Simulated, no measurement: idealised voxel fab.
The following process module bears the name voxel double patterning.
cross-section cut | 210 nm wide | cells 5 nm
Square cells in a grid make up a cross-section in this document, and the grid is given as bands, listed from the top down, each one or more rows of cells.
In this notation a band is specified by the heights of its top and bottom, in that order and in nm, after which its materials appear from left to right, each paired with its width in nm. The word "everywhere" attached to a single material means that material fills the band from edge to edge; the word "empty" stands for empty space.
Beneath 0, the wafer as received is one material, and that level is where height counting begins. The lowest band goes on downward without a bottom; it is written like "0 -> down".
Width "30->40": first value at the band's top row of cells, second value at its bottom row, equal change from row to row.
For the purposes of this document, the phrase "no alterations made" attached to a step denotes that no cell within the cross-section was modified by that step.
Empty spaces without an open route to the top, at least 8 cells in extent, make up the entry "Closed empty spaces"; each is given as width x height at distance, where the distance is measured from the left edge, and all are in nm.
Where a step's line continues beyond its settings, the continuation is a remark by the simulator itself on that step.
When a step includes a mask, the "overlay nm" setting on its line states how far to the right of its planned place that mask lay, and negative values state how far to the left.

# Planned step list for the process
| 1 | RECEIVE,material Si |
| 2 | CONFORMAL_DEP,material SiO2,thk nm 5 |
| 3 | DIRECTIONAL_DEP,material polySi,thk nm 15 |
| 4 | DIRECTIONAL_DEP,material SiCN,thk nm 5 |
| 5 | PATTERN,tone open,mask id FIRST,material resist,width nm 15,pitch nm 50,thk nm 15,overlay nm 0 |
| 6 | DIRECTIONAL_ETCH,etch materials SiCN,depth nm 5 |
| 7 | STRIP,etch materials resist |
| 8 | PATTERN,tone open,mask id SECOND,material resist,width nm 15,pitch nm 50,thk nm 20,overlay nm -15 |
| 9 | DIRECTIONAL_ETCH,etch materials SiCN,depth nm 5 |
| 10 | STRIP,etch materials resist |
| 11 | DIRECTIONAL_ETCH,etch materials polySi,depth nm 15 |
| 12 | STRIP,etch materials SiCN |
The value of overlay nm given for step 8 in the plan refers to the first wafer; the wafers vary in this setting and are alike at the start.

# Cross-section of the first incoming wafer of several, state after step 1
	0 -> down | Si everywhere
	Closed empty spaces: none

# Row per wafer, end-of-module: cell gain (+)/loss (-) by material since the wafer came in, then closed voids
overlay nm -15 | +42 SiO2 | +87 polySi | Closed empty spaces: none
overlay nm -10 | +42 SiO2 | +81 polySi | Closed empty spaces: none
overlay nm -5 | +42 SiO2 | +81 polySi | Closed empty spaces: none
overlay nm 0 | +42 SiO2 | +81 polySi | Closed empty spaces: none
overlay nm 5 | +42 SiO2 | +81 polySi | Closed empty spaces: none
overlay nm 10 | +42 SiO2 | +81 polySi | Closed empty spaces: none
overlay nm 15 | +42 SiO2 | +87 polySi | Closed empty spaces: none
